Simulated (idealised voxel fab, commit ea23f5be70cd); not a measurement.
process module | voxel double patterning
205 nm wide, 5 nm square cells: that's cross-section cut.
Format of a cross-section: grid, square cells. Given as bands. Order: top down. Band: one or more rows of cells.
Heights first: top, then bottom, in nm. Then materials, left to right, each with a width in nm. "edge to edge" on a single material: fills the band edge to edge. "empty": empty space.
Heights are reckoned from 0. Under this level, the received wafer is all of one material. The bottommost band is open-ended downward, for example "0 down".
You'd read "30..40" like this: the band's top row of cells is as wide as the first number, its bottom row is as wide as the second, and going down, every row changes width by the same amount as the row before did.
The cross-section has no changed cell in any step marked "remained the same".
In "Enclosed cavities" the enclosed voids are listed, meaning empty spaces of 8 cells or larger without any opening to the top. The form is width x height at distance, distance from the left edge, units nm.
Formally, on a step line, whatever follows the settings is a remark that the simulator itself makes on the step.
overlay nm: on a step with a mask, how far right of its planned place the mask lay; negative means left.
Steps in the process plan
1 RECEIVE with material Si
2 CONFORMAL_DEP with material SiO2, thk nm 10
3 DIRECTIONAL_DEP with material TiN, thk nm 15
4 DIRECTIONAL_DEP with material SiCN, thk nm 10
5 MASKED_ETCH with tone open, mask id FIRST, width nm 15, pitch nm 50, etch materials SiCN, depth nm 10, overlay nm 0
6 MASKED_ETCH with tone open, mask id SECOND, width nm 15, etch materials SiCN, depth nm 10, overlay nm 0
7 DIRECTIONAL_ETCH with etch materials TiN, depth nm 15
8 STRIP with etch materials SiCN
Concerning the first of two wafers, which was run in accordance with the plan
Cross-section of the wafer upon arrival, representing the state reached after step 1
    0 down: Si edge to edge
    Enclosed cavities: none
After step 2, in cross-section
    10 to 0: SiO2 edge to edge
    No changes below 0.
After step 3, in cross-section
    25 to 10: TiN edge to edge
    No changes below 10.
After step 4, in cross-section
    35 to 25: SiCN edge to edge
    No changes below 25.
After step 5, in cross-section
    35 to 25: 70 SiCN; 15 empty; 35 SiCN; 15 empty; 70 SiCN
    No changes below 25.
After step 6, in cross-section
    35 to 25: 70 SiCN; 15 empty; 10 SiCN; 15 empty; 10 SiCN; 15 empty; 70 SiCN
    No changes below 25.
After step 7, in cross-section
    35 to 25: 70 SiCN; 15 empty; 10 SiCN; 15 empty; 10 SiCN; 15 empty; 70 SiCN
    25 to 10: 70 TiN; 15 empty; 10 TiN; 15 empty; 10 TiN; 15 empty; 70 TiN
    No changes below 10.
After step 8, in cross-section
    25 to 10: 70 TiN; 15 empty; 10 TiN; 15 empty; 10 TiN; 15 empty; 70 TiN
    No changes below 10.
Okay, second wafer. Nothing different at the start, nothing different in the plan, just one mistake somewhere in the running. As far as step 5, counting that step, it's the first wafer all over again
At the planned end of step 6, the second wafer in cross-section
    35 to 25: 70 SiCN; 15 empty; 10 SiCN; 20 empty; 5 SiCN; 15 empty; 70 SiCN
    No changes below 25.
At the planned end of step 7, the second wafer in cross-section
    35 to 25: 70 SiCN; 15 empty; 10 SiCN; 20 empty; 5 SiCN; 15 empty; 70 SiCN
    25 to 10: 70 TiN; 15 empty; 10 TiN; 20 empty; 5 TiN; 15 empty; 70 TiN
    No changes below 10.
At the planned end of step 8, the second wafer in cross-section
    25 to 10: 70 TiN; 15 empty; 10 TiN; 20 empty; 5 TiN; 15 empty; 70 TiN
    No changes below 10.
Misprocessing identified: off-plan run, step 6, actual operation and settings MASKED_ETCH with tone open, mask id SECOND, width nm 20, etch materials SiCN, depth nm 10, overlay nm 0
Materials where the second wafer ends with more or fewer cells than the first: 3 fewer of TiN
